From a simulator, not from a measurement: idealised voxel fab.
Presented below is a process module, voxel spacer lines.
300 nm wide, 5 nm square cells: that's cross-section cut.
Cross-section spec: square-cell grid; bands listed top down; each band is one or more rows.
Band: top height; bottom height; in nm. Then, left to right: material with width in nm, for each material. "everywhere": a single material spanning edge to edge. "air": empty space.
Height is counted from the level 0, under which the received wafer is composed throughout of one material. The lowest of the bands is not closed at the bottom but continues downward, in the notation "0..down".
The notation "30->40" denotes a width that varies across the rows of cells in the band, beginning at the first number in the top row, finishing at the second number in the bottom row, and changing by an identical amount from each row to the next.
"no alterations made" after a step means that no cell of the cross-section changed.
Reported under the label "Closed empty spaces" are the empty spaces having no open way to the top and comprising 8 cells or more; the notation for each is width x height at distance, in which the distance is measured from the left edge and all three values are in nm.
What comes after the settings on a step's line is commentary from the simulator itself on that step.
A step line may carry the setting "overlay nm", which, for steps involving a mask, states the distance by which the mask lay to the right of its intended position; negative values denote displacement to the left.
Here's what the planned process steps look like:
1. RECEIVE (material Si)
2. CONFORMAL_DEP (material SiO2; thk nm 5)
3. DIRECTIONAL_DEP (material W; thk nm 10)
4. DIRECTIONAL_DEP (material polySi; thk nm 30)
5. PATTERN (tone cover; mask id MANDREL; material resist; width nm 20; pitch nm 70; thk nm 35; overlay nm 0)
6. DIRECTIONAL_ETCH (etch materials polySi; depth nm 30)
7. STRIP (etch materials resist)
8. CONFORMAL_DEP (material SiN; thk nm 15)
9. DIRECTIONAL_ETCH (etch materials SiN; depth nm 15)
10. STRIP (etch materials polySi)
11. DIRECTIONAL_ETCH (etch materials W; depth nm 10)
12. STRIP (etch materials SiN)
13. FILL_DEP (material SiO2; thk nm 5)
14. CMP (height nm 15)
The cross-section here shows the wafer as received, i.e. in its state after step 1:
- 0..down: Si everywhere
- Closed empty spaces: none
End-of-module cross-section. Starting structure and process plan as above; one mistake made in running it:
- 15..5: SiO2 65 nm | W 15 nm | SiO2 20 nm | W 15 nm | SiO2 20 nm | W 15 nm | SiO2 20 nm | W 15 nm | SiO2 20 nm | W 15 nm | SiO2 20 nm | W 15 nm | SiO2 45 nm
- 5..0: SiO2 everywhere
- 0..down: Si everywhere
- Closed empty spaces: none
It is concluded that the wafer was processed incorrectly with respect to the plan, in that step 5 was processed under conditions differing from the plan, specifically as PATTERN (tone cover; mask id MANDREL; material resist; width nm 20; pitch nm 70; thk nm 35; overlay nm 10)
